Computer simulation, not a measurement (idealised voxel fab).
Process module in this document: voxel self aligned contacts
Cross-section cut spans 170 nm and uses square cells 5 nm in size.
This document writes a cross-section as a grid whose cells are square, and gives it as bands, listed from the top down; one or more rows of cells form a band.
Top height, bottom height, nm. Materials left to right, width each, nm. Single material + "throughout" = fills band edge to edge. "air" = empty.
Beneath 0, the wafer as received is one material, and that level is where height counting begins. The lowest band goes on downward without a bottom; it is written like "from 0 down".
When a width is written as two numbers, as in "30->40", the first number is the width in the top row of cells of the band and the second is the width in its bottom row, and the width changes by the same amount from each row to the next.
Step marked "identical to before"? Then no cell in the cross-section changed in it.
Closed void inventory: empty space of 8 cells or more with no open way to the top, each as width x height at its distance from the left edge, in nm
Whatever follows a step's settings on its line is a remark the simulator itself makes about that step.
The setting "overlay nm" may be written on the line of a step. When the step uses a mask, the value reports how far to the right of the planned place the mask lay, and a negative value reports that it lay to the left.

This section lists the process steps that were planned
1,RECEIVE,material Si
2,OXIDIZE,depth nm 5
3,DIRECTIONAL_DEP,material polySi,thk nm 30
4,DIRECTIONAL_DEP,material SiN,thk nm 20
5,DIRECTIONAL_DEP,material aC,thk nm 15
6,PATTERN,tone cover,mask id GATE,material resist,width nm 35,pitch nm 60,thk nm 35,overlay nm 0
7,DIRECTIONAL_ETCH,etch materials aC,depth nm 15
8,STRIP,etch materials resist
9,DIRECTIONAL_ETCH,etch materials SiN,depth nm 20
10,DIRECTIONAL_ETCH,etch materials polySi,depth nm 30
11,STRIP,etch materials aC
12,CONFORMAL_DEP,material SiN,thk nm 5
13,DIRECTIONAL_ETCH,etch materials SiN,depth nm 5
14,FILL_DEP,material SiO2,thk nm 10
15,CMP,height nm 55
16,MASKED_ETCH,tone open,mask id CONTACT,width nm 45,etch materials SiO2,depth nm 60,overlay nm 0
17,CONFORMAL_DEP,material TiN,thk nm 5
18,FILL_DEP,material W,thk nm 10
19,CMP,height nm 55
20,CONFORMAL_DEP,material SiN,thk nm 5

Cross-section of the wafer upon arrival, representing the state reached after step 1
  from 0 down: Si throughout
  Closed void inventory: none

First wafer of two, sectioned at end of module; run went per plan
  from 60 to 55: SiN throughout
  from 55 to 50: SiO2 60 nm, TiN 20 nm, W 5 nm, TiN 20 nm, SiO2 65 nm
  from 50 to 30: SiO2 30 nm, SiN 45 nm, TiN 5 nm, W 5 nm, TiN 5 nm, SiN 45 nm, SiO2 35 nm
  from 30 to 0: SiO2 30 nm, SiN 5 nm, polySi 35 nm, SiN 5 nm, TiN 5 nm, W 5 nm, TiN 5 nm, SiN 5 nm, polySi 35 nm, SiN 5 nm, SiO2 35 nm
  from 0 to -5: SiO2 75 nm, TiN 15 nm, SiO2 80 nm
  from -5 down: Si throughout
  Closed void inventory: none

Second wafer at the end: like start, like plan, one mistake
  from 60 to 55: SiN throughout
  from 55 to 50: SiO2 30 nm, SiN 45 nm, TiN 15 nm, SiN 45 nm, SiO2 35 nm
  from 50 to 30: SiN throughout
  from 30 to 0: polySi throughout
  from 0 to -5: SiO2 throughout
  from -5 down: Si throughout
  Closed void inventory: none
What broke from the plan during processing? the plan's step 4 ran twice
Bottom line after processing is that, in cells, the second wafer is up or down on some materials versus the first: SiN +58 | SiO2 -139 | TiN -28 | W -11 | polySi +120
